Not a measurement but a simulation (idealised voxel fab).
Process module heading - voxel self aligned contacts
In the cross-section labelled cut, the width is 180 nm and each square cell is 5 nm.
Cross-section spec: square-cell grid; bands listed top down; each band is one or more rows. Read a band's entry like this: the first values are the height of its top and the height of its bottom in nm, and what follows is the sequence of materials from left to right, each with its width in nm. Note that "empty" is empty space, and that a single material marked "throughout" reaches across the band from edge to edge. Height datum 0, below which the as-received substrate wafer is one material. Lowest band open at the bottom, running downward: "0 nm and below". Per-row width for "30..40": begins at first number (top row of band), ends at second number (bottom row), increment between rows held constant. Reading "nothing got changed" for a step: not a cell of the cross-section changed in it. Any empty space of 8 cells or more lacking an open way to the top shows up in "Closed void register" as width x height at distance, distance from the left edge, in nm. Post-settings text on a step line: simulator's own remark regarding the step. A step line may carry the setting "overlay nm", which, for steps involving a mask, states the distance by which the mask lay to the right of its intended position; negative values denote displacement to the left.

# Planned process steps
1. RECEIVE with material Si
2. CONFORMAL_DEP with material SiO2, thk nm 5
3. DIRECTIONAL_DEP with material polySi, thk nm 30
4. DIRECTIONAL_DEP with material SiN, thk nm 25
5. PATTERN with tone cover, mask id GATE, material resist, width nm 25, pitch nm 65, thk nm 15, overlay nm 0
6. DIRECTIONAL_ETCH with etch materials SiN, depth nm 25
7. DIRECTIONAL_ETCH with etch materials polySi, depth nm 30
8. STRIP with etch materials resist
9. CONFORMAL_DEP with material SiN, thk nm 10
10. DIRECTIONAL_ETCH with etch materials SiN, depth nm 10
11. FILL_DEP with material SiO2, thk nm 10
12. CMP with height nm 65
13. PATTERN with tone open, mask id CONTACT, material resist, width nm 50, thk nm 15, overlay nm 0
14. DIRECTIONAL_ETCH with etch materials SiO2, depth nm 65
15. STRIP with etch materials resist
16. CONFORMAL_DEP with material TiN, thk nm 5
17. FILL_DEP with material W, thk nm 10
18. CMP with height nm 65
19. CONFORMAL_DEP with material SiN, thk nm 5

# Wafer, first of two, run as planned

# As-received wafer cross-section (after step 1)
- 0 nm and below | Si throughout
- Closed void register: none

# Sectional view: wafer, after step 2
- 5 nm to 0 nm | SiO2 throughout
- Everything under 0 stays put, no change at all.

# Sectional view: wafer, after step 3
- 35 nm to 5 nm | polySi throughout
- Everything under 5 stays put, no change at all.

# Sectional view: wafer, after step 4
- 60 nm to 35 nm | SiN throughout
- Everything under 35 stays put, no change at all.

# Sectional view: wafer, after step 5
- 75 nm to 60 nm | empty=45 / resist=25 / empty=40 / resist=25 / empty=45
- Everything under 60 stays put, no change at all.

# Sectional view: wafer, after step 6
- 75 nm to 60 nm | empty=45 / resist=25 / empty=40 / resist=25 / empty=45
- 60 nm to 35 nm | empty=45 / SiN=25 / empty=40 / SiN=25 / empty=45
- Everything under 35 stays put, no change at all.

# Sectional view: wafer, after step 7
- 75 nm to 60 nm | empty=45 / resist=25 / empty=40 / resist=25 / empty=45
- 60 nm to 35 nm | empty=45 / SiN=25 / empty=40 / SiN=25 / empty=45
- 35 nm to 5 nm | empty=45 / polySi=25 / empty=40 / polySi=25 / empty=45
- Everything under 5 stays put, no change at all.

# Sectional view: wafer, after step 8
- 60 nm to 35 nm | empty=45 / SiN=25 / empty=40 / SiN=25 / empty=45
- Everything under 35 stays put, no change at all.

# Sectional view: wafer, after step 9
- 70 nm to 35 nm | empty=35 / SiN=45 / empty=20 / SiN=45 / empty=35
- 35 nm to 15 nm | empty=35 / SiN=10 / polySi=25 / SiN=10 / empty=20 / SiN=10 / polySi=25 / SiN=10 / empty=35
- 15 nm to 5 nm | SiN=45 / polySi=25 / SiN=40 / polySi=25 / SiN=45
- Everything under 5 stays put, no change at all.

# Sectional view: wafer, after step 10
- 60 nm to 35 nm | empty=35 / SiN=45 / empty=20 / SiN=45 / empty=35
- 35 nm to 5 nm | empty=35 / SiN=10 / polySi=25 / SiN=10 / empty=20 / SiN=10 / polySi=25 / SiN=10 / empty=35
- Everything under 5 stays put, no change at all.

# Sectional view: wafer, after step 11
- 70 nm to 60 nm | SiO2 throughout
- 60 nm to 35 nm | SiO2=35 / SiN=45 / SiO2=20 / SiN=45 / SiO2=35
- 35 nm to 5 nm | SiO2=35 / SiN=10 / polySi=25 / SiN=10 / SiO2=20 / SiN=10 / polySi=25 / SiN=10 / SiO2=35
- Everything under 5 stays put, no change at all.

# Sectional view: wafer, after step 12
- 65 nm to 60 nm | SiO2 throughout
- Everything under 60 stays put, no change at all.

# Sectional view: wafer, after step 13
- 80 nm to 65 nm | resist=65 / empty=50 / resist=65
- Everything under 65 stays put, no change at all.

# Sectional view: wafer, after step 14
- 80 nm to 65 nm | resist=65 / empty=50 / resist=65
- 65 nm to 60 nm | SiO2=65 / empty=50 / SiO2=65
- 60 nm to 35 nm | SiO2=35 / SiN=45 / empty=20 / SiN=45 / SiO2=35
- 35 nm to 5 nm | SiO2=35 / SiN=10 / polySi=25 / SiN=10 / empty=20 / SiN=10 / polySi=25 / SiN=10 / SiO2=35
- 5 nm to 0 nm | SiO2=80 / empty=20 / SiO2=80
- Everything under 0 stays put, no change at all.

# Sectional view: wafer, after step 15
- 65 nm to 60 nm | SiO2=65 / empty=50 / SiO2=65
- Everything under 60 stays put, no change at all.

# Sectional view: wafer, after step 16
- 70 nm to 65 nm | TiN=70 / empty=40 / TiN=70
- 65 nm to 60 nm | SiO2=65 / TiN=20 / empty=10 / TiN=20 / SiO2=65
- 60 nm to 35 nm | SiO2=35 / SiN=45 / TiN=5 / empty=10 / TiN=5 / SiN=45 / SiO2=35
- 35 nm to 5 nm | SiO2=35 / SiN=10 / polySi=25 / SiN=10 / TiN=5 / empty=10 / TiN=5 / SiN=10 / polySi=25 / SiN=10 / SiO2=35
- 5 nm to 0 nm | SiO2=80 / TiN=20 / SiO2=80
- Everything under 0 stays put, no change at all.

# Sectional view: wafer, after step 17
- 80 nm to 70 nm | W throughout
- 70 nm to 65 nm | TiN=70 / W=40 / TiN=70
- 65 nm to 60 nm | SiO2=65 / TiN=20 / W=10 / TiN=20 / SiO2=65
- 60 nm to 35 nm | SiO2=35 / SiN=45 / TiN=5 / W=10 / TiN=5 / SiN=45 / SiO2=35
- 35 nm to 5 nm | SiO2=35 / SiN=10 / polySi=25 / SiN=10 / TiN=5 / W=10 / TiN=5 / SiN=10 / polySi=25 / SiN=10 / SiO2=35
- Everything under 5 stays put, no change at all.

# Sectional view: wafer, after step 18
- 65 nm to 60 nm | SiO2=65 / TiN=20 / W=10 / TiN=20 / SiO2=65
- Everything under 60 stays put, no change at all.

# Sectional view: wafer, after step 19
- 70 nm to 65 nm | SiN throughout
- Everything under 65 stays put, no change at all.

# The second wafer began exactly as the first did and followed the same plan, but one mistake was made while running it; through step 4 inclusive, the two wafers are identical

# Second wafer, section view, time point: scheduled end of step 5
- 75 nm to 60 nm | empty=50 / resist=20 / empty=45 / resist=20 / empty=45
- Everything under 60 stays put, no change at all.

# Second wafer, section view, time point: scheduled end of step 6
- 75 nm to 60 nm | empty=50 / resist=20 / empty=45 / resist=20 / empty=45
- 60 nm to 35 nm | empty=50 / SiN=20 / empty=45 / SiN=20 / empty=45
- Everything under 35 stays put, no change at all.

# Second wafer, section view, time point: scheduled end of step 7
- 75 nm to 60 nm | empty=50 / resist=20 / empty=45 / resist=20 / empty=45
- 60 nm to 35 nm | empty=50 / SiN=20 / empty=45 / SiN=20 / empty=45
- 35 nm to 5 nm | empty=50 / polySi=20 / empty=45 / polySi=20 / empty=45
- Everything under 5 stays put, no change at all.

# Second wafer, section view, time point: scheduled end of step 8
- 60 nm to 35 nm | empty=50 / SiN=20 / empty=45 / SiN=20 / empty=45
- Everything under 35 stays put, no change at all.

# Second wafer, section view, time point: scheduled end of step 9
- 70 nm to 35 nm | empty=40 / SiN=40 / empty=25 / SiN=40 / empty=35
- 35 nm to 15 nm | empty=40 / SiN=10 / polySi=20 / SiN=10 / empty=25 / SiN=10 / polySi=20 / SiN=10 / empty=35
- 15 nm to 5 nm | SiN=50 / polySi=20 / SiN=45 / polySi=20 / SiN=45
- Everything under 5 stays put, no change at all.

# Second wafer, section view, time point: scheduled end of step 10
- 60 nm to 35 nm | empty=40 / SiN=40 / empty=25 / SiN=40 / empty=35
- 35 nm to 5 nm | empty=40 / SiN=10 / polySi=20 / SiN=10 / empty=25 / SiN=10 / polySi=20 / SiN=10 / empty=35
- Everything under 5 stays put, no change at all.

# Second wafer, section view, time point: scheduled end of step 11
- 70 nm to 60 nm | SiO2 throughout
- 60 nm to 35 nm | SiO2=40 / SiN=40 / SiO2=25 / SiN=40 / SiO2=35
- 35 nm to 5 nm | SiO2=40 / SiN=10 / polySi=20 / SiN=10 / SiO2=25 / SiN=10 / polySi=20 / SiN=10 / SiO2=35
- Everything under 5 stays put, no change at all.

# Second wafer, section view, time point: scheduled end of step 12
- 65 nm to 60 nm | SiO2 throughout
- Everything under 60 stays put, no change at all.

# Second wafer, section view, time point: scheduled end of step 13
- 80 nm to 65 nm | resist=65 / empty=50 / resist=65
- Everything under 65 stays put, no change at all.

# Second wafer, section view, time point: scheduled end of step 14
- 80 nm to 65 nm | resist=65 / empty=50 / resist=65
- 65 nm to 60 nm | SiO2=65 / empty=50 / SiO2=65
- 60 nm to 35 nm | SiO2=40 / SiN=40 / empty=25 / SiN=40 / SiO2=35
- 35 nm to 5 nm | SiO2=40 / SiN=10 / polySi=20 / SiN=10 / empty=25 / SiN=10 / polySi=20 / SiN=10 / SiO2=35
- 5 nm to 0 nm | SiO2=80 / empty=25 / SiO2=75
- Everything under 0 stays put, no change at all.

# Second wafer, section view, time point: scheduled end of step 15
- 65 nm to 60 nm | SiO2=65 / empty=50 / SiO2=65
- Everything under 60 stays put, no change at all.

# Second wafer, section view, time point: scheduled end of step 16
- 70 nm to 65 nm | TiN=70 / empty=40 / TiN=70
- 65 nm to 60 nm | SiO2=65 / TiN=20 / empty=15 / TiN=15 / SiO2=65
- 60 nm to 35 nm | SiO2=40 / SiN=40 / TiN=5 / empty=15 / TiN=5 / SiN=40 / SiO2=35
- 35 nm to 5 nm | SiO2=40 / SiN=10 / polySi=20 / SiN=10 / TiN=5 / empty=15 / TiN=5 / SiN=10 / polySi=20 / SiN=10 / SiO2=35
- 5 nm to 0 nm | SiO2=80 / TiN=25 / SiO2=75
- Everything under 0 stays put, no change at all.

# Second wafer, section view, time point: scheduled end of step 17
- 80 nm to 70 nm | W throughout
- 70 nm to 65 nm | TiN=70 / W=40 / TiN=70
- 65 nm to 60 nm | SiO2=65 / TiN=20 / W=15 / TiN=15 / SiO2=65
- 60 nm to 35 nm | SiO2=40 / SiN=40 / TiN=5 / W=15 / TiN=5 / SiN=40 / SiO2=35
- 35 nm to 5 nm | SiO2=40 / SiN=10 / polySi=20 / SiN=10 / TiN=5 / W=15 / TiN=5 / SiN=10 / polySi=20 / SiN=10 / SiO2=35
- Everything under 5 stays put, no change at all.

# Second wafer, section view, time point: scheduled end of step 18
- 65 nm to 60 nm | SiO2=65 / TiN=20 / W=15 / TiN=15 / SiO2=65
- Everything under 60 stays put, no change at all.

# Second wafer, section view, time point: scheduled end of step 19
- 70 nm to 65 nm | SiN throughout
- Everything under 65 stays put, no change at all.
Processing error: step 5 ran with different settings than intended, the actual operation and settings being PATTERN with tone cover, mask id GATE, material resist, width nm 20, pitch nm 65, thk nm 15, overlay nm 0
The second wafer ends with more or fewer cells of some materials than the first, per final count: -10 SiN | +10 SiO2 | +12 W | -12 polySi
